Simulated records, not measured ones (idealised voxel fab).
The document below concerns the process module designated voxel self aligned contacts.
The cross-section on display is named cut; it measures 205 nm wide, and its cells are 5 nm squares.
Cross-section format: a grid of square cells, given as bands from top to bottom; each band is one or more rows of cells.
Within each band entry, the heights of the top and of the bottom of the band appear first, in that order and in nm; the materials of the band then follow from left to right, each with its corresponding width in nm. The designation "everywhere" on a single material indicates that it fills the band from edge to edge; the designation "empty" indicates empty space.
Note: height 0 marks the level under which the wafer is uniformly one material as received. Lowest band unbounded below, written "0 -> down".
With a width like "30->40", each row of cells in the band differs from the next by the same amount, the top row carrying the first number and the bottom row the second.
You'll sometimes find "remained unchanged" written for a step, and that's the way of saying that nowhere in the cross-section did a cell change during that step.
Each empty space that has no open way to the top and spans at least 8 cells appears under "Cavities, sealed" as width x height at distance, the distance counted from the left edge, all in nm.
Whatever follows a step's settings on its line is a remark the simulator itself makes about that step.
Regarding "overlay nm": on a step with a mask, it is the distance the mask lay to the right of its planned place; a negative value places it to the left.

### These are the steps we planned for the process
1) RECEIVE [material Si]
2) CONFORMAL_DEP [material SiO2] [thk nm 5]
3) DIRECTIONAL_DEP [material polySi] [thk nm 20]
4) DIRECTIONAL_DEP [material SiN] [thk nm 15]
5) MASKED_ETCH [tone cover] [mask id GATE] [width nm 30] [pitch nm 65] [etch materials SiN] [depth nm 15] [overlay nm 0]
6) MASKED_ETCH [tone cover] [mask id GATE] [width nm 30] [pitch nm 65] [etch materials polySi] [depth nm 20] [overlay nm 0]
7) CONFORMAL_DEP [material SiN] [thk nm 5]
8) DIRECTIONAL_ETCH [etch materials SiN] [depth nm 5]
9) FILL_DEP [material SiO2] [thk nm 20]
10) CMP [height nm 50]
11) DIRECTIONAL_DEP [material aC] [thk nm 10]
12) PATTERN [tone open] [mask id CONTACT] [material resist] [width nm 45] [thk nm 25] [overlay nm 0]
13) DIRECTIONAL_ETCH [etch materials aC] [depth nm 10]
14) STRIP [etch materials resist]
15) DIRECTIONAL_ETCH [etch materials SiO2] [depth nm 50]
16) STRIP [etch materials aC]
17) CONFORMAL_DEP [material TiN] [thk nm 5]
18) FILL_DEP [material W] [thk nm 10]
19) CMP [height nm 50]
20) CONFORMAL_DEP [material SiN] [thk nm 5]

### First wafer of two (run as planned)

### Step 1 complete: cross-section of the wafer as received
  0 -> down | Si everywhere
  Cavities, sealed: none

### So this is the wafer cross-section right after step 2
  5 -> 0 | SiO2 everywhere
  Anything lower than 0 is untouched.

### So this is the wafer cross-section right after step 3
  25 -> 5 | polySi everywhere
  Anything lower than 5 is untouched.

### So this is the wafer cross-section right after step 4
  40 -> 25 | SiN everywhere
  Anything lower than 25 is untouched.

### So this is the wafer cross-section right after step 5
  40 -> 25 | 55 empty; 30 SiN; 35 empty; 30 SiN; 55 empty
  Anything lower than 25 is untouched.

### So this is the wafer cross-section right after step 6
  40 -> 25 | 55 empty; 30 SiN; 35 empty; 30 SiN; 55 empty
  25 -> 5 | 55 empty; 30 polySi; 35 empty; 30 polySi; 55 empty
  Anything lower than 5 is untouched.

### So this is the wafer cross-section right after step 7
  45 -> 25 | 50 empty; 40 SiN; 25 empty; 40 SiN; 50 empty
  25 -> 10 | 50 empty; 5 SiN; 30 polySi; 5 SiN; 25 empty; 5 SiN; 30 polySi; 5 SiN; 50 empty
  10 -> 5 | 55 SiN; 30 polySi; 35 SiN; 30 polySi; 55 SiN
  Anything lower than 5 is untouched.

### So this is the wafer cross-section right after step 8
  40 -> 25 | 50 empty; 40 SiN; 25 empty; 40 SiN; 50 empty
  25 -> 5 | 50 empty; 5 SiN; 30 polySi; 5 SiN; 25 empty; 5 SiN; 30 polySi; 5 SiN; 50 empty
  Anything lower than 5 is untouched.

### So this is the wafer cross-section right after step 9
  60 -> 40 | SiO2 everywhere
  40 -> 25 | 50 SiO2; 40 SiN; 25 SiO2; 40 SiN; 50 SiO2
  25 -> 5 | 50 SiO2; 5 SiN; 30 polySi; 5 SiN; 25 SiO2; 5 SiN; 30 polySi; 5 SiN; 50 SiO2
  Anything lower than 5 is untouched.

### So this is the wafer cross-section right after step 10
  50 -> 40 | SiO2 everywhere
  Anything lower than 40 is untouched.

### So this is the wafer cross-section right after step 11
  60 -> 50 | aC everywhere
  Anything lower than 50 is untouched.

### So this is the wafer cross-section right after step 12
  85 -> 60 | 80 resist; 45 empty; 80 resist
  Anything lower than 60 is untouched.

### So this is the wafer cross-section right after step 13
  75 -> 60 | 80 resist; 45 empty; 80 resist
  60 -> 50 | 80 aC; 45 empty; 80 aC
  Anything lower than 50 is untouched.

### So this is the wafer cross-section right after step 14
  60 -> 50 | 80 aC; 45 empty; 80 aC
  Anything lower than 50 is untouched.

### So this is the wafer cross-section right after step 15
  60 -> 50 | 80 aC; 45 empty; 80 aC
  50 -> 40 | 80 SiO2; 45 empty; 80 SiO2
  40 -> 25 | 50 SiO2; 40 SiN; 25 empty; 40 SiN; 50 SiO2
  25 -> 5 | 50 SiO2; 5 SiN; 30 polySi; 5 SiN; 25 empty; 5 SiN; 30 polySi; 5 SiN; 50 SiO2
  5 -> 0 | 90 SiO2; 25 empty; 90 SiO2
  Anything lower than 0 is untouched.

### So this is the wafer cross-section right after step 16
  50 -> 40 | 80 SiO2; 45 empty; 80 SiO2
  Anything lower than 40 is untouched.

### So this is the wafer cross-section right after step 17
  55 -> 50 | 85 TiN; 35 empty; 85 TiN
  50 -> 40 | 80 SiO2; 5->15 TiN; 35->15 empty; 5->15 TiN; 80 SiO2
  40 -> 25 | 50 SiO2; 40 SiN; 5 TiN; 15 empty; 5 TiN; 40 SiN; 50 SiO2
  25 -> 5 | 50 SiO2; 5 SiN; 30 polySi; 5 SiN; 5 TiN; 15 empty; 5 TiN; 5 SiN; 30 polySi; 5 SiN; 50 SiO2
  5 -> 0 | 90 SiO2; 25 TiN; 90 SiO2
  Anything lower than 0 is untouched.

### So this is the wafer cross-section right after step 18
  65 -> 55 | W everywhere
  55 -> 50 | 85 TiN; 35 W; 85 TiN
  50 -> 40 | 80 SiO2; 5->15 TiN; 35->15 W; 5->15 TiN; 80 SiO2
  40 -> 25 | 50 SiO2; 40 SiN; 5 TiN; 15 W; 5 TiN; 40 SiN; 50 SiO2
  25 -> 5 | 50 SiO2; 5 SiN; 30 polySi; 5 SiN; 5 TiN; 15 W; 5 TiN; 5 SiN; 30 polySi; 5 SiN; 50 SiO2
  Anything lower than 5 is untouched.

### So this is the wafer cross-section right after step 19
  50 -> 40 | 80 SiO2; 5->15 TiN; 35->15 W; 5->15 TiN; 80 SiO2
  Anything lower than 40 is untouched.

### So this is the wafer cross-section right after step 20
  55 -> 50 | SiN everywhere
  Anything lower than 50 is untouched.

### What follows concerns the second wafer, which started out like the first and was meant to follow the very same plan; one mistake crept in when it was run, but everything up to and including step 18 is the same as for the first wafer

### Second wafer, section view, time point: scheduled end of step 19
  40 -> 25 | 50 SiO2; 40 SiN; 5 TiN; 15 W; 5 TiN; 40 SiN; 50 SiO2
  Anything lower than 25 is untouched.

### Second wafer, section view, time point: scheduled end of step 20
  45 -> 40 | SiN everywhere
  Anything lower than 40 is untouched.
Where did the run depart from the plan? not per plan at step 19, really ran CMP [height nm 40]
Wafer comparison, final, in cells, second relative to first, materials more or fewer: SiO2 -64 | TiN -8 | W -10
